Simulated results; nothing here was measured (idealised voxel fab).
process module | voxel air gaps
cross-section cut | 240 nm wide | cells 5 nm
A cross-section is a grid of square cells, given in bands from the top down. A band is one or more rows of cells.
Each band's line starts with the height of the band's top and of its bottom, in nm. Then come its materials from left to right, each with its width in nm. One material with "throughout" fills the band from edge to edge. "air" is empty space.
Height 0 is the level under which the wafer as received is all one material. The lowest band goes on downwards, as in "0 down".
A width such as "30 to 40" changes by the same amount from each row of cells to the next, from the band's top row to its bottom row.
"no change" after a step means that no cell of the cross-section changed.
closed voids: empty space of 8 cells or more with no open way to the top, each as width x height at its distance from the left edge, in nm
after a step's settings: what the simulator itself notes on the step
overlay nm, on a step with a mask: how far to the right of its planned place the mask lay; to the left if negative
Each pair below shows a cross-section before one step and the cross-section after it, down to the lowest band that changed. The line under each pair gives the step between them, with its settings. The pairs can come from different runs of this module on the same starting wafer, so a pair continues from the pair above only where its "before" says so.
before
  0 down: Si throughout
  closed voids: none
after
  15 to 0: SiO2 throughout
  below 0: unchanged
  closed voids: none
the step between: op CONFORMAL_DEP | material SiO2 | thk nm 15
before: the cross-section after the pair above
after
  20 to 15: SiCN throughout
  below 15: unchanged
  closed voids: none
the step between: op CONFORMAL_DEP | material SiCN | thk nm 5
before: the cross-section after the pair above
after
  60 to 20: SiO2 throughout
  below 20: unchanged
  closed voids: none
the step between: op DIRECTIONAL_DEP | material SiO2 | thk nm 40
before: the cross-section after the pair above
after
  70 to 60: aC throughout
  below 60: unchanged
  closed voids: none
the step between: op DIRECTIONAL_DEP | material aC | thk nm 10
before: the cross-section after the pair above
after
  100 to 70: resist 55 | air 25 | resist 25 | air 25 | resist 25 | air 25 | resist 60
  below 70: unchanged
  closed voids: none
the step between: op PATTERN | tone open | mask id LINES | material resist | width nm 25 | pitch nm 50 | thk nm 30 | overlay nm 0
before: the cross-section after the pair above
after
  90 to 70: resist 55 | air 25 | resist 25 | air 25 | resist 25 | air 25 | resist 60
  70 to 60: aC 55 | air 25 | aC 25 | air 25 | aC 25 | air 25 | aC 60
  below 60: unchanged
  closed voids: none
the step between: op DIRECTIONAL_ETCH | etch materials aC | depth nm 10
before: the cross-section after the pair above
after
  70 to 60: aC 55 | air 25 | aC 25 | air 25 | aC 25 | air 25 | aC 60
  below 60: unchanged
  closed voids: none
the step between: op STRIP | etch materials resist
before: the cross-section after the pair above
after
  70 to 60: aC 55 | air 25 | aC 25 | air 25 | aC 25 | air 25 | aC 60
  60 to 20: SiO2 55 | air 25 | SiO2 25 | air 25 | SiO2 25 | air 25 | SiO2 60
  below 20: unchanged
  closed voids: none
the step between: op DIRECTIONAL_ETCH | etch materials SiO2 | depth nm 40
before: the cross-section after the pair above
after
  60 to 20: SiO2 55 | air 25 | SiO2 25 | air 25 | SiO2 25 | air 25 | SiO2 60
  below 20: unchanged
  closed voids: none
the step between: op STRIP | etch materials aC
before: the cross-section after the pair above
after
  65 to 60: TiN 60 | air 15 | TiN 35 | air 15 | TiN 35 | air 15 | TiN 65
  60 to 25: SiO2 55 | TiN 5 | air 15 | TiN 5 | SiO2 25 | TiN 5 | air 15 | TiN 5 | SiO2 25 | TiN 5 | air 15 | TiN 5 | SiO2 60
  25 to 20: SiO2 55 | TiN 25 | SiO2 25 | TiN 25 | SiO2 25 | TiN 25 | SiO2 60
  below 20: unchanged
  closed voids: none
the step between: op CONFORMAL_DEP | material TiN | thk nm 5
before: the cross-section after the pair above
after
  70 to 65: Ru throughout
  65 to 60: TiN 60 | Ru 15 | TiN 35 | Ru 15 | TiN 35 | Ru 15 | TiN 65
  60 to 25: SiO2 55 | TiN 5 | Ru 15 | TiN 5 | SiO2 25 | TiN 5 | Ru 15 | TiN 5 | SiO2 25 | TiN 5 | Ru 15 | TiN 5 | SiO2 60
  below 25: unchanged
  closed voids: none
the step between: op FILL_DEP | material Ru | thk nm 5
before: the cross-section after the pair above
after
  60 to 25: SiO2 55 | TiN 5 | Ru 15 | TiN 5 | SiO2 25 | TiN 5 | Ru 15 | TiN 5 | SiO2 25 | TiN 5 | Ru 15 | TiN 5 | SiO2 60
  below 25: unchanged
  closed voids: none
the step between: op CMP | height nm 60
before: the cross-section after the pair above
after
  70 to 60: air 45 | Ru 45 | air 5 | Ru 45 | air 5 | Ru 45 | air 50
  below 60: unchanged
  closed voids: none
the step between: op EPI | material Ru | thk nm 10
before: the cross-section after the pair above
after
  70 to 60: air 45 | Ru 45 | air 5 | Ru 45 | air 5 | Ru 45 | air 50
  60 to 25: air 55 | TiN 5 | Ru 15 | TiN 5 | air 25 | TiN 5 | Ru 15 | TiN 5 | air 25 | TiN 5 | Ru 15 | TiN 5 | air 60
  25 to 20: air 55 | TiN 25 | air 25 | TiN 25 | air 25 | TiN 25 | air 60
  below 20: unchanged
  closed voids: none
the step between: op SELECTIVE_ETCH | etch materials SiO2 | depth nm 50
before: the cross-section after the pair above
after
  75 to 70: air 40 | SiCN 155 | air 45
  70 to 60: air 40 | SiCN 5 | Ru 45 | SiCN 5 | Ru 45 | SiCN 5 | Ru 45 | SiCN 5 | air 45
  60 to 55: air 40 | SiCN 15 | TiN 5 | Ru 15 | TiN 5 | SiCN 25 | TiN 5 | Ru 15 | TiN 5 | SiCN 25 | TiN 5 | Ru 15 | TiN 5 | SiCN 15 | air 45
  55 to 25: air 50 | SiCN 5 | TiN 5 | Ru 15 | TiN 5 | SiCN 5 | air 15 | SiCN 5 | TiN 5 | Ru 15 | TiN 5 | SiCN 5 | air 15 | SiCN 5 | TiN 5 | Ru 15 | TiN 5 | SiCN 5 | air 55
  25 to 20: SiCN 55 | TiN 25 | SiCN 25 | TiN 25 | SiCN 25 | TiN 25 | SiCN 60
  below 20: unchanged
  closed voids: 15 x 30 at 85; 15 x 30 at 135
the step between: op CONFORMAL_DEP | material SiCN | thk nm 5
before
  15 to 0: SiO2 throughout
  0 down: Si throughout
  closed voids: none
after
  55 to 0: SiO2 throughout
  below 0: unchanged
  closed voids: none
the step between: op DIRECTIONAL_DEP | material SiO2 | thk nm 40
before: the cross-section after the pair above
after
  65 to 55: aC throughout
  below 55: unchanged
  closed voids: none
the step between: op DIRECTIONAL_DEP | material aC | thk nm 10
before: the cross-section after the pair above
after
  95 to 65: resist 55 | air 25 | resist 25 | air 25 | resist 25 | air 25 | resist 60
  below 65: unchanged
  closed voids: none
the step between: op PATTERN | tone open | mask id LINES | material resist | width nm 25 | pitch nm 50 | thk nm 30 | overlay nm 0
before: the cross-section after the pair above
after
  85 to 65: resist 55 | air 25 | resist 25 | air 25 | resist 25 | air 25 | resist 60
  65 to 55: aC 55 | air 25 | aC 25 | air 25 | aC 25 | air 25 | aC 60
  below 55: unchanged
  closed voids: none
the step between: op DIRECTIONAL_ETCH | etch materials aC | depth nm 10
before: the cross-section after the pair above
after
  65 to 55: aC 55 | air 25 | aC 25 | air 25 | aC 25 | air 25 | aC 60
  below 55: unchanged
  closed voids: none
the step between: op STRIP | etch materials resist
before: the cross-section after the pair above
after
  65 to 55: aC 55 | air 25 | aC 25 | air 25 | aC 25 | air 25 | aC 60
  55 to 15: SiO2 55 | air 25 | SiO2 25 | air 25 | SiO2 25 | air 25 | SiO2 60
  below 15: unchanged
  closed voids: none
the step between: op DIRECTIONAL_ETCH | etch materials SiO2 | depth nm 40
before: the cross-section after the pair above
after
  55 to 15: SiO2 55 | air 25 | SiO2 25 | air 25 | SiO2 25 | air 25 | SiO2 60
  below 15: unchanged
  closed voids: none
the step between: op STRIP | etch materials aC
before: the cross-section after the pair above
after
  60 to 55: TiN 60 | air 15 | TiN 35 | air 15 | TiN 35 | air 15 | TiN 65
  55 to 20: SiO2 55 | TiN 5 | air 15 | TiN 5 | SiO2 25 | TiN 5 | air 15 | TiN 5 | SiO2 25 | TiN 5 | air 15 | TiN 5 | SiO2 60
  20 to 15: SiO2 55 | TiN 25 | SiO2 25 | TiN 25 | SiO2 25 | TiN 25 | SiO2 60
  below 15: unchanged
  closed voids: none
the step between: op CONFORMAL_DEP | material TiN | thk nm 5
before: the cross-section after the pair above
after
  65 to 60: Ru throughout
  60 to 55: TiN 60 | Ru 15 | TiN 35 | Ru 15 | TiN 35 | Ru 15 | TiN 65
  55 to 20: SiO2 55 | TiN 5 | Ru 15 | TiN 5 | SiO2 25 | TiN 5 | Ru 15 | TiN 5 | SiO2 25 | TiN 5 | Ru 15 | TiN 5 | SiO2 60
  below 20: unchanged
  closed voids: none
the step between: op FILL_DEP | material Ru | thk nm 5
before: the cross-section after the pair above
after
  60 to 55: TiN 60 | Ru 15 | TiN 35 | Ru 15 | TiN 35 | Ru 15 | TiN 65
  below 55: unchanged
  closed voids: none
the step between: op CMP | height nm 60
before: the cross-section after the pair above
after
  70 to 60: Ru throughout
  below 60: unchanged
  closed voids: none
the step between: op EPI | material Ru | thk nm 10
before: the cross-section after the pair above
after
  75 to 70: SiCN throughout
  below 70: unchanged
  closed voids: none
the step between: op CONFORMAL_DEP | material SiCN | thk nm 5
before
  70 to 60: air 45 | Ru 45 | air 5 | Ru 45 | air 5 | Ru 45 | air 50
  60 to 25: SiO2 55 | TiN 5 | Ru 15 | TiN 5 | SiO2 25 | TiN 5 | Ru 15 | TiN 5 | SiO2 25 | TiN 5 | Ru 15 | TiN 5 | SiO2 60
  25 to 20: SiO2 55 | TiN 25 | SiO2 25 | TiN 25 | SiO2 25 | TiN 25 | SiO2 60
  20 to 15: SiCN throughout
  15 to 0: SiO2 throughout
  0 down: Si throughout
  closed voids: none
after
  80 to 60: air 35 | Ru 165 | air 40
  below 60: unchanged
  closed voids: none
the step between: op EPI | material Ru | thk nm 10
before: the cross-section after the pair above
after
  80 to 60: air 35 | Ru 165 | air 40
  60 to 25: air 55 | TiN 5 | Ru 15 | TiN 5 | SiO2 25 | TiN 5 | Ru 15 | TiN 5 | SiO2 25 | TiN 5 | Ru 15 | TiN 5 | air 60
  25 to 20: air 55 | TiN 25 | SiO2 25 | TiN 25 | SiO2 25 | TiN 25 | air 60
  below 20: unchanged
  closed voids: none
the step between: op SELECTIVE_ETCH | etch materials SiO2 | depth nm 50
before: the cross-section after the pair above
after
  85 to 80: air 30 | SiCN 175 | air 35
  80 to 60: air 30 | SiCN 5 | Ru 165 | SiCN 5 | air 35
  60 to 55: air 30 | SiCN 25 | TiN 5 | Ru 15 | TiN 5 | SiO2 25 | TiN 5 | Ru 15 | TiN 5 | SiO2 25 | TiN 5 | Ru 15 | TiN 5 | SiCN 25 | air 35
  55 to 25: air 50 | SiCN 5 | TiN 5 | Ru 15 | TiN 5 | SiO2 25 | TiN 5 | Ru 15 | TiN 5 | SiO2 25 | TiN 5 | Ru 15 | TiN 5 | SiCN 5 | air 55
  25 to 20: SiCN 55 | TiN 25 | SiO2 25 | TiN 25 | SiO2 25 | TiN 25 | SiCN 60
  below 20: unchanged
  closed voids: none
the step between: op CONFORMAL_DEP | material SiCN | thk nm 5
before
  55 to 0: SiO2 throughout
  0 down: Si throughout
  closed voids: none
after
  60 to 55: SiCN throughout
  below 55: unchanged
  closed voids: none
the step between: op CONFORMAL_DEP | material SiCN | thk nm 5
before: the cross-section after the pair above
after
  70 to 60: aC throughout
  below 60: unchanged
  closed voids: none
the step between: op DIRECTIONAL_DEP | material aC | thk nm 10
before: the cross-section after the pair above
after
  100 to 70: resist 55 | air 25 | resist 25 | air 25 | resist 25 | air 25 | resist 60
  below 70: unchanged
  closed voids: none
the step between: op PATTERN | tone open | mask id LINES | material resist | width nm 25 | pitch nm 50 | thk nm 30 | overlay nm 0
before: the cross-section after the pair above
after
  90 to 70: resist 55 | air 25 | resist 25 | air 25 | resist 25 | air 25 | resist 60
  70 to 60: aC 55 | air 25 | aC 25 | air 25 | aC 25 | air 25 | aC 60
  below 60: unchanged
  closed voids: none
the step between: op DIRECTIONAL_ETCH | etch materials aC | depth nm 10
before: the cross-section after the pair above
after
  70 to 60: aC 55 | air 25 | aC 25 | air 25 | aC 25 | air 25 | aC 60
  below 60: unchanged
  closed voids: none
the step between: op STRIP | etch materials resist
before: the cross-section after the pair above
after
  60 to 55: SiCN throughout
  below 55: unchanged
  closed voids: none
the step between: op STRIP | etch materials aC
before: the cross-section after the pair above
after
  65 to 60: TiN throughout
  below 60: unchanged
  closed voids: none
the step between: op CONFORMAL_DEP | material TiN | thk nm 5
before: the cross-section after the pair above
after
  70 to 65: Ru throughout
  below 65: unchanged
  closed voids: none
the step between: op FILL_DEP | material Ru | thk nm 5
before: the cross-section after the pair above
after
  60 to 55: SiCN throughout
  below 55: unchanged
  closed voids: none
the step between: op CMP | height nm 60
before: the cross-section after the pair above
after
  65 to 55: SiCN throughout
  below 55: unchanged
  closed voids: none
the step between: op CONFORMAL_DEP | material SiCN | thk nm 5
before
  0 down: Si throughout
  closed voids: none
after
  20 to 0: SiO2 throughout
  below 0: unchanged
  closed voids: none
the step between: op CONFORMAL_DEP | material SiO2 | thk nm 20
before: the cross-section after the pair above
after
  25 to 20: SiCN throughout
  below 20: unchanged
  closed voids: none
the step between: op CONFORMAL_DEP | material SiCN | thk nm 5
before: the cross-section after the pair above
after
  65 to 25: SiO2 throughout
  below 25: unchanged
  closed voids: none
the step between: op DIRECTIONAL_DEP | material SiO2 | thk nm 40
before: the cross-section after the pair above
after
  75 to 65: aC throughout
  below 65: unchanged
  closed voids: none
the step between: op DIRECTIONAL_DEP | material aC | thk nm 10
before: the cross-section after the pair above
after
  105 to 75: resist 55 | air 25 | resist 25 | air 25 | resist 25 | air 25 | resist 60
  below 75: unchanged
  closed voids: none
the step between: op PATTERN | tone open | mask id LINES | material resist | width nm 25 | pitch nm 50 | thk nm 30 | overlay nm 0
before: the cross-section after the pair above
after
  95 to 75: resist 55 | air 25 | resist 25 | air 25 | resist 25 | air 25 | resist 60
  75 to 65: aC 55 | air 25 | aC 25 | air 25 | aC 25 | air 25 | aC 60
  below 65: unchanged
  closed voids: none
the step between: op DIRECTIONAL_ETCH | etch materials aC | depth nm 10
before: the cross-section after the pair above
after
  75 to 65: aC 55 | air 25 | aC 25 | air 25 | aC 25 | air 25 | aC 60
  below 65: unchanged
  closed voids: none
the step between: op STRIP | etch materials resist
before: the cross-section after the pair above
after
  75 to 65: aC 55 | air 25 | aC 25 | air 25 | aC 25 | air 25 | aC 60
  65 to 25: SiO2 55 | air 25 | SiO2 25 | air 25 | SiO2 25 | air 25 | SiO2 60
  below 25: unchanged
  closed voids: none
the step between: op DIRECTIONAL_ETCH | etch materials SiO2 | depth nm 40
before: the cross-section after the pair above
after
  65 to 25: SiO2 55 | air 25 | SiO2 25 | air 25 | SiO2 25 | air 25 | SiO2 60
  below 25: unchanged
  closed voids: none
the step between: op STRIP | etch materials aC
before: the cross-section after the pair above
after
  70 to 65: TiN 60 | air 15 | TiN 35 | air 15 | TiN 35 | air 15 | TiN 65
  65 to 30: SiO2 55 | TiN 5 | air 15 | TiN 5 | SiO2 25 | TiN 5 | air 15 | TiN 5 | SiO2 25 | TiN 5 | air 15 | TiN 5 | SiO2 60
  30 to 25: SiO2 55 | TiN 25 | SiO2 25 | TiN 25 | SiO2 25 | TiN 25 | SiO2 60
  below 25: unchanged
  closed voids: none
the step between: op CONFORMAL_DEP | material TiN | thk nm 5
before: the cross-section after the pair above
after
  75 to 70: Ru throughout
  70 to 65: TiN 60 | Ru 15 | TiN 35 | Ru 15 | TiN 35 | Ru 15 | TiN 65
  65 to 30: SiO2 55 | TiN 5 | Ru 15 | TiN 5 | SiO2 25 | TiN 5 | Ru 15 | TiN 5 | SiO2 25 | TiN 5 | Ru 15 | TiN 5 | SiO2 60
  below 30: unchanged
  closed voids: none
the step between: op FILL_DEP | material Ru | thk nm 5
before: the cross-section after the pair above
after
  60 to 30: SiO2 55 | TiN 5 | Ru 15 | TiN 5 | SiO2 25 | TiN 5 | Ru 15 | TiN 5 | SiO2 25 | TiN 5 | Ru 15 | TiN 5 | SiO2 60
  below 30: unchanged
  closed voids: none
the step between: op CMP | height nm 60
before: the cross-section after the pair above
after
  70 to 60: air 45 | Ru 45 | air 5 | Ru 45 | air 5 | Ru 45 | air 50
  below 60: unchanged
  closed voids: none
the step between: op EPI | material Ru | thk nm 10
before: the cross-section after the pair above
after
  70 to 60: air 45 | Ru 45 | air 5 | Ru 45 | air 5 | Ru 45 | air 50
  60 to 30: air 55 | TiN 5 | Ru 15 | TiN 5 | air 25 | TiN 5 | Ru 15 | TiN 5 | air 25 | TiN 5 | Ru 15 | TiN 5 | air 60
  30 to 25: air 55 | TiN 25 | air 25 | TiN 25 | air 25 | TiN 25 | air 60
  below 25: unchanged
  closed voids: none
the step between: op SELECTIVE_ETCH | etch materials SiO2 | depth nm 50
before: the cross-section after the pair above
after
  75 to 70: air 40 | SiCN 155 | air 45
  70 to 60: air 40 | SiCN 5 | Ru 45 | SiCN 5 | Ru 45 | SiCN 5 | Ru 45 | SiCN 5 | air 45
  60 to 55: air 40 | SiCN 15 | TiN 5 | Ru 15 | TiN 5 | SiCN 25 | TiN 5 | Ru 15 | TiN 5 | SiCN 25 | TiN 5 | Ru 15 | TiN 5 | SiCN 15 | air 45
  55 to 30: air 50 | SiCN 5 | TiN 5 | Ru 15 | TiN 5 | SiCN 5 | air 15 | SiCN 5 | TiN 5 | Ru 15 | TiN 5 | SiCN 5 | air 15 | SiCN 5 | TiN 5 | Ru 15 | TiN 5 | SiCN 5 | air 55
  30 to 25: SiCN 55 | TiN 25 | SiCN 25 | TiN 25 | SiCN 25 | TiN 25 | SiCN 60
  below 25: unchanged
  closed voids: 15 x 25 at 85; 15 x 25 at 135
the step between: op CONFORMAL_DEP | material SiCN | thk nm 5
before
  70 to 60: aC throughout
  60 to 20: SiO2 throughout
  20 to 15: SiCN throughout
  15 to 0: SiO2 throughout
  0 down: Si throughout
  closed voids: none
after
  100 to 70: resist 60 | air 15 | resist 35 | air 15 | resist 35 | air 15 | resist 65
  below 70: unchanged
  closed voids: none
the step between: op PATTERN | tone open | mask id LINES | material resist | width nm 15 | pitch nm 50 | thk nm 30 | overlay nm 0
before: the cross-section after the pair above
after
  90 to 70: resist 60 | air 15 | resist 35 | air 15 | resist 35 | air 15 | resist 65
  70 to 60: aC 60 | air 15 | aC 35 | air 15 | aC 35 | air 15 | aC 65
  below 60: unchanged
  closed voids: none
the step between: op DIRECTIONAL_ETCH | etch materials aC | depth nm 10
before: the cross-section after the pair above
after
  70 to 60: aC 60 | air 15 | aC 35 | air 15 | aC 35 | air 15 | aC 65
  below 60: unchanged
  closed voids: none
the step between: op STRIP | etch materials resist
before: the cross-section after the pair above
after
  70 to 60: aC 60 | air 15 | aC 35 | air 15 | aC 35 | air 15 | aC 65
  60 to 20: SiO2 60 | air 15 | SiO2 35 | air 15 | SiO2 35 | air 15 | SiO2 65
  below 20: unchanged
  closed voids: none
the step between: op DIRECTIONAL_ETCH | etch materials SiO2 | depth nm 40
before: the cross-section after the pair above
after
  60 to 20: SiO2 60 | air 15 | SiO2 35 | air 15 | SiO2 35 | air 15 | SiO2 65
  below 20: unchanged
  closed voids: none
the step between: op STRIP | etch materials aC
before: the cross-section after the pair above
after
  65 to 60: TiN 65 | air 5 | TiN 45 | air 5 | TiN 45 | air 5 | TiN 70
  60 to 25: SiO2 60 | TiN 5 | air 5 | TiN 5 | SiO2 35 | TiN 5 | air 5 | TiN 5 | SiO2 35 | TiN 5 | air 5 | TiN 5 | SiO2 65
  25 to 20: SiO2 60 | TiN 15 | SiO2 35 | TiN 15 | SiO2 35 | TiN 15 | SiO2 65
  below 20: unchanged
  closed voids: none
the step between: op CONFORMAL_DEP | material TiN | thk nm 5
before: the cross-section after the pair above
after
  70 to 65: Ru throughout
  65 to 60: TiN 65 | Ru 5 | TiN 45 | Ru 5 | TiN 45 | Ru 5 | TiN 70
  60 to 25: SiO2 60 | TiN 5 | Ru 5 | TiN 5 | SiO2 35 | TiN 5 | Ru 5 | TiN 5 | SiO2 35 | TiN 5 | Ru 5 | TiN 5 | SiO2 65
  below 25: unchanged
  closed voids: none
the step between: op FILL_DEP | material Ru | thk nm 5
before: the cross-section after the pair above
after
  60 to 25: SiO2 60 | TiN 5 | Ru 5 | TiN 5 | SiO2 35 | TiN 5 | Ru 5 | TiN 5 | SiO2 35 | TiN 5 | Ru 5 | TiN 5 | SiO2 65
  below 25: unchanged
  closed voids: none
the step between: op CMP | height nm 60
before: the cross-section after the pair above
after
  70 to 60: air 50 | Ru 35 | air 15 | Ru 35 | air 15 | Ru 35 | air 55
  below 60: unchanged
  closed voids: none
the step between: op EPI | material Ru | thk nm 10
before: the cross-section after the pair above
after
  70 to 60: air 50 | Ru 35 | air 15 | Ru 35 | air 15 | Ru 35 | air 55
  60 to 25: air 60 | TiN 5 | Ru 5 | TiN 5 | air 35 | TiN 5 | Ru 5 | TiN 5 | air 35 | TiN 5 | Ru 5 | TiN 5 | air 65
  25 to 20: air 60 | TiN 15 | air 35 | TiN 15 | air 35 | TiN 15 | air 65
  below 20: unchanged
  closed voids: none
the step between: op SELECTIVE_ETCH | etch materials SiO2 | depth nm 50
before: the cross-section after the pair above
after
  75 to 70: air 45 | SiCN 45 | air 5 | SiCN 45 | air 5 | SiCN 45 | air 50
  70 to 60: air 45 | SiCN 5 | Ru 35 | SiCN 5 | air 5 | SiCN 5 | Ru 35 | SiCN 5 | air 5 | SiCN 5 | Ru 35 | SiCN 5 | air 50
  60 to 55: air 45 | SiCN 15 | TiN 5 | Ru 5 | TiN 5 | SiCN 15 | air 5 | SiCN 15 | TiN 5 | Ru 5 | TiN 5 | SiCN 15 | air 5 | SiCN 15 | TiN 5 | Ru 5 | TiN 5 | SiCN 15 | air 50
  55 to 25: air 55 | SiCN 5 | TiN 5 | Ru 5 | TiN 5 | SiCN 5 | air 25 | SiCN 5 | TiN 5 | Ru 5 | TiN 5 | SiCN 5 | air 25 | SiCN 5 | TiN 5 | Ru 5 | TiN 5 | SiCN 5 | air 60
  25 to 20: SiCN 60 | TiN 15 | SiCN 35 | TiN 15 | SiCN 35 | TiN 15 | SiCN 65
  below 20: unchanged
  closed voids: none
the step between: op CONFORMAL_DEP | material SiCN | thk nm 5
before
  70 to 60: aC throughout
  60 to 20: SiO2 throughout
  20 to 15: SiCN throughout
  15 to 0: SiO2 throughout
  0 down: Si throughout
  closed voids: none
after
  100 to 70: resist 50 | air 25 | resist 25 | air 25 | resist 25 | air 25 | resist 65
  below 70: unchanged
  closed voids: none
the step between: op PATTERN | tone open | mask id LINES | material resist | width nm 25 | pitch nm 50 | thk nm 30 | overlay nm -5
before: the cross-section after the pair above
after
  90 to 70: resist 50 | air 25 | resist 25 | air 25 | resist 25 | air 25 | resist 65
  70 to 60: aC 50 | air 25 | aC 25 | air 25 | aC 25 | air 25 | aC 65
  below 60: unchanged
  closed voids: none
the step between: op DIRECTIONAL_ETCH | etch materials aC | depth nm 10
before: the cross-section after the pair above
after
  70 to 60: aC 50 | air 25 | aC 25 | air 25 | aC 25 | air 25 | aC 65
  below 60: unchanged
  closed voids: none
the step between: op STRIP | etch materials resist
before: the cross-section after the pair above
after
  70 to 60: aC 50 | air 25 | aC 25 | air 25 | aC 25 | air 25 | aC 65
  60 to 20: SiO2 50 | air 25 | SiO2 25 | air 25 | SiO2 25 | air 25 | SiO2 65
  below 20: unchanged
  closed voids: none
the step between: op DIRECTIONAL_ETCH | etch materials SiO2 | depth nm 40
before: the cross-section after the pair above
after
  60 to 20: SiO2 50 | air 25 | SiO2 25 | air 25 | SiO2 25 | air 25 | SiO2 65
  below 20: unchanged
  closed voids: none
the step between: op STRIP | etch materials aC
before: the cross-section after the pair above
after
  65 to 60: TiN 55 | air 15 | TiN 35 | air 15 | TiN 35 | air 15 | TiN 70
  60 to 25: SiO2 50 | TiN 5 | air 15 | TiN 5 | SiO2 25 | TiN 5 | air 15 | TiN 5 | SiO2 25 | TiN 5 | air 15 | TiN 5 | SiO2 65
  25 to 20: SiO2 50 | TiN 25 | SiO2 25 | TiN 25 | SiO2 25 | TiN 25 | SiO2 65
  below 20: unchanged
  closed voids: none
the step between: op CONFORMAL_DEP | material TiN | thk nm 5
before: the cross-section after the pair above
after
  70 to 65: Ru throughout
  65 to 60: TiN 55 | Ru 15 | TiN 35 | Ru 15 | TiN 35 | Ru 15 | TiN 70
  60 to 25: SiO2 50 | TiN 5 | Ru 15 | TiN 5 | SiO2 25 | TiN 5 | Ru 15 | TiN 5 | SiO2 25 | TiN 5 | Ru 15 | TiN 5 | SiO2 65
  below 25: unchanged
  closed voids: none
the step between: op FILL_DEP | material Ru | thk nm 5
before: the cross-section after the pair above
after
  60 to 25: SiO2 50 | TiN 5 | Ru 15 | TiN 5 | SiO2 25 | TiN 5 | Ru 15 | TiN 5 | SiO2 25 | TiN 5 | Ru 15 | TiN 5 | SiO2 65
  below 25: unchanged
  closed voids: none
the step between: op CMP | height nm 60
before: the cross-section after the pair above
after
  70 to 60: air 40 | Ru 45 | air 5 | Ru 45 | air 5 | Ru 45 | air 55
  below 60: unchanged
  closed voids: none
the step between: op EPI | material Ru | thk nm 10
before: the cross-section after the pair above
after
  70 to 60: air 40 | Ru 45 | air 5 | Ru 45 | air 5 | Ru 45 | air 55
  60 to 25: air 50 | TiN 5 | Ru 15 | TiN 5 | air 25 | TiN 5 | Ru 15 | TiN 5 | air 25 | TiN 5 | Ru 15 | TiN 5 | air 65
  25 to 20: air 50 | TiN 25 | air 25 | TiN 25 | air 25 | TiN 25 | air 65
  below 20: unchanged
  closed voids: none
the step between: op SELECTIVE_ETCH | etch materials SiO2 | depth nm 50
before: the cross-section after the pair above
after
  75 to 70: air 35 | SiCN 155 | air 50
  70 to 60: air 35 | SiCN 5 | Ru 45 | SiCN 5 | Ru 45 | SiCN 5 | Ru 45 | SiCN 5 | air 50
  60 to 55: air 35 | SiCN 15 | TiN 5 | Ru 15 | TiN 5 | SiCN 25 | TiN 5 | Ru 15 | TiN 5 | SiCN 25 | TiN 5 | Ru 15 | TiN 5 | SiCN 15 | air 50
  55 to 25: air 45 | SiCN 5 | TiN 5 | Ru 15 | TiN 5 | SiCN 5 | air 15 | SiCN 5 | TiN 5 | Ru 15 | TiN 5 | SiCN 5 | air 15 | SiCN 5 | TiN 5 | Ru 15 | TiN 5 | SiCN 5 | air 60
  25 to 20: SiCN 50 | TiN 25 | SiCN 25 | TiN 25 | SiCN 25 | TiN 25 | SiCN 65
  below 20: unchanged
  closed voids: 15 x 30 at 80; 15 x 30 at 130
the step between: op CONFORMAL_DEP | material SiCN | thk nm 5
before
  70 to 60: air 45 | Ru 45 | air 5 | Ru 45 | air 5 | Ru 45 | air 50
  60 to 25: air 55 | TiN 5 | Ru 15 | TiN 5 | air 25 | TiN 5 | Ru 15 | TiN 5 | air 25 | TiN 5 | Ru 15 | TiN 5 | air 60
  25 to 20: air 55 | TiN 25 | air 25 | TiN 25 | air 25 | TiN 25 | air 60
  20 to 15: SiCN throughout
  15 to 0: SiO2 throughout
  0 down: Si throughout
  closed voids: none
after
  75 to 60: air 40 | Ru 155 | air 45
  60 to 55: air 40 | Ru 15 | TiN 5 | Ru 15 | TiN 5 | Ru 25 | TiN 5 | Ru 15 | TiN 5 | Ru 25 | TiN 5 | Ru 15 | TiN 5 | Ru 15 | air 45
  55 to 25: air 50 | Ru 5 | TiN 5 | Ru 15 | TiN 5 | Ru 5 | air 15 | Ru 5 | TiN 5 | Ru 15 | TiN 5 | Ru 5 | air 15 | Ru 5 | TiN 5 | Ru 15 | TiN 5 | Ru 5 | air 55
  25 to 20: Ru 55 | TiN 25 | Ru 25 | TiN 25 | Ru 25 | TiN 25 | Ru 60
  below 20: unchanged
  closed voids: 15 x 30 at 85; 15 x 30 at 135
the step between: op CONFORMAL_DEP | material Ru | thk nm 5
before
  70 to 60: aC throughout
  60 to 20: SiO2 throughout
  20 to 15: SiCN throughout
  15 to 0: SiO2 throughout
  0 down: Si throughout
  closed voids: none
after
  100 to 70: air 55 | resist 25 | air 25 | resist 25 | air 25 | resist 25 | air 60
  below 70: unchanged
  closed voids: none
the step between: op PATTERN | tone cover | mask id LINES | material resist | width nm 25 | pitch nm 50 | thk nm 30 | overlay nm 0
before: the cross-section after the pair above
after
  90 to 70: air 55 | resist 25 | air 25 | resist 25 | air 25 | resist 25 | air 60
  70 to 60: air 55 | aC 25 | air 25 | aC 25 | air 25 | aC 25 | air 60
  below 60: unchanged
  closed voids: none
the step between: op DIRECTIONAL_ETCH | etch materials aC | depth nm 10
before: the cross-section after the pair above
after
  70 to 60: air 55 | aC 25 | air 25 | aC 25 | air 25 | aC 25 | air 60
  below 60: unchanged
  closed voids: none
the step between: op STRIP | etch materials resist
before: the cross-section after the pair above
after
  70 to 60: air 55 | aC 25 | air 25 | aC 25 | air 25 | aC 25 | air 60
  60 to 20: air 55 | SiO2 25 | air 25 | SiO2 25 | air 25 | SiO2 25 | air 60
  below 20: unchanged
  closed voids: none
the step between: op DIRECTIONAL_ETCH | etch materials SiO2 | depth nm 40
before: the cross-section after the pair above
after
  60 to 20: air 55 | SiO2 25 | air 25 | SiO2 25 | air 25 | SiO2 25 | air 60
  below 20: unchanged
  closed voids: none
the step between: op STRIP | etch materials aC
before: the cross-section after the pair above
after
  65 to 60: air 50 | TiN 35 | air 15 | TiN 35 | air 15 | TiN 35 | air 55
  60 to 25: air 50 | TiN 5 | SiO2 25 | TiN 5 | air 15 | TiN 5 | SiO2 25 | TiN 5 | air 15 | TiN 5 | SiO2 25 | TiN 5 | air 55
  25 to 20: TiN 55 | SiO2 25 | TiN 25 | SiO2 25 | TiN 25 | SiO2 25 | TiN 60
  below 20: unchanged
  closed voids: none
the step between: op CONFORMAL_DEP | material TiN | thk nm 5
before: the cross-section after the pair above
after
  70 to 65: Ru throughout
  65 to 60: Ru 50 | TiN 35 | Ru 15 | TiN 35 | Ru 15 | TiN 35 | Ru 55
  60 to 25: Ru 50 | TiN 5 | SiO2 25 | TiN 5 | Ru 15 | TiN 5 | SiO2 25 | TiN 5 | Ru 15 | TiN 5 | SiO2 25 | TiN 5 | Ru 55
  below 25: unchanged
  closed voids: none
the step between: op FILL_DEP | material Ru | thk nm 5
before: the cross-section after the pair above
after
  60 to 25: Ru 50 | TiN 5 | SiO2 25 | TiN 5 | Ru 15 | TiN 5 | SiO2 25 | TiN 5 | Ru 15 | TiN 5 | SiO2 25 | TiN 5 | Ru 55
  below 25: unchanged
  closed voids: none
the step between: op CMP | height nm 60
